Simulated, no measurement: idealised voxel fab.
This section sets out a process module, namely voxel lift off.
Shown is cross-section cut, with a width of 195 nm and square cells of size 5 nm.
Cross-sections here: square-cell grids, written as top-down lists of bands, a band being one or more rows of cells. Within each band entry, the heights of the top and of the bottom of the band appear first, in that order and in nm; the materials of the band then follow from left to right, each with its corresponding width in nm. The designation "edge to edge" on a single material indicates that it fills the band from edge to edge; the designation "air" indicates empty space. Heights are reckoned from 0. Under this level, the received wafer is all of one material. The bottommost band is open-ended downward, for example "0..down". Graded width ("30->40"): value in top row of band = first number; value in bottom row = second number; row-to-row change constant. Any step labelled "no modification" changed none of the cells in the cross-section. For the entry "Closed voids list", the listed items are empty spaces with no open way to the top whose size is 8 cells or more; each item follows the pattern width x height at distance, where distance is from the left edge and all three are in nm. Step line, after settings: the simulator's comment on this step. The "overlay nm" setting may appear on a step's line; for a step that uses a mask, it gives how far to the right of its planned position the mask lay, and a negative value indicates the left.

**Below is the list of planned process steps**
1 RECEIVE,material Si
2 CONFORMAL_DEP,material SiO2,thk nm 10
3 PATTERN,tone open,mask id LINES,material resist,width nm 20,pitch nm 40,thk nm 25,overlay nm 0
4 DIRECTIONAL_DEP,material Ru,thk nm 15
5 STRIP,etch materials resist
6 CONFORMAL_DEP,material SiO2,thk nm 10

**First of two wafers, with the run carried out as planned**

**as received, after step 1**
* 0..down | Si edge to edge
* Closed voids list: none

**Presented here is a cross-section of the wafer after step 2 has been performed**
* 10..0 | SiO2 edge to edge
* Beneath the level 0, the cross-section is identical to its previous state.

**Presented here is a cross-section of the wafer after step 3 has been performed**
* 35..10 | resist (65), then air (20), then resist (20), then air (20), then resist (70)
* Beneath the level 10, the cross-section is identical to its previous state.

**Presented here is a cross-section of the wafer after step 4 has been performed**
* 50..35 | Ru (65), then air (20), then Ru (20), then air (20), then Ru (70)
* 35..25 | resist (65), then air (20), then resist (20), then air (20), then resist (70)
* 25..10 | resist (65), then Ru (20), then resist (20), then Ru (20), then resist (70)
* Beneath the level 10, the cross-section is identical to its previous state.

**Presented here is a cross-section of the wafer after step 5 has been performed**
* 25..10 | air (65), then Ru (20), then air (20), then Ru (20), then air (70)
* Beneath the level 10, the cross-section is identical to its previous state.

**Presented here is a cross-section of the wafer after step 6 has been performed**
* 35..25 | air (55), then SiO2 (80), then air (60)
* 25..20 | air (55), then SiO2 (10), then Ru (20), then SiO2 (20), then Ru (20), then SiO2 (10), then air (60)
* 20..10 | SiO2 (65), then Ru (20), then SiO2 (20), then Ru (20), then SiO2 (70)
* Beneath the level 10, the cross-section is identical to its previous state.

**Okay, second wafer. Nothing different at the start, nothing different in the plan, just one mistake somewhere in the running. As far as step 4, counting that step, it's the first wafer all over again**

**Planned end of step 5: second wafer, cross-section**
* 25..10 | air (65), then Ru (20), then air (20), then Ru (20), then air (70)
* Beneath the level 10, the cross-section is identical to its previous state.

**Planned end of step 6: second wafer, cross-section**
* 35..25 | air (55), then SiO2 (80), then air (60)
* 25..20 | air (55), then SiO2 (10), then Ru (20), then SiO2 (20), then Ru (20), then SiO2 (10), then air (60)
* 20..10 | SiO2 (65), then Ru (20), then SiO2 (20), then Ru (20), then SiO2 (70)
* Beneath the level 10, the cross-section is identical to its previous state.
Short version of what went wrong: in the plan, step 5 was performed twice
Outcome: the two wafer cross-sections end up identical, and the model's computation is unaffected by the mistake.
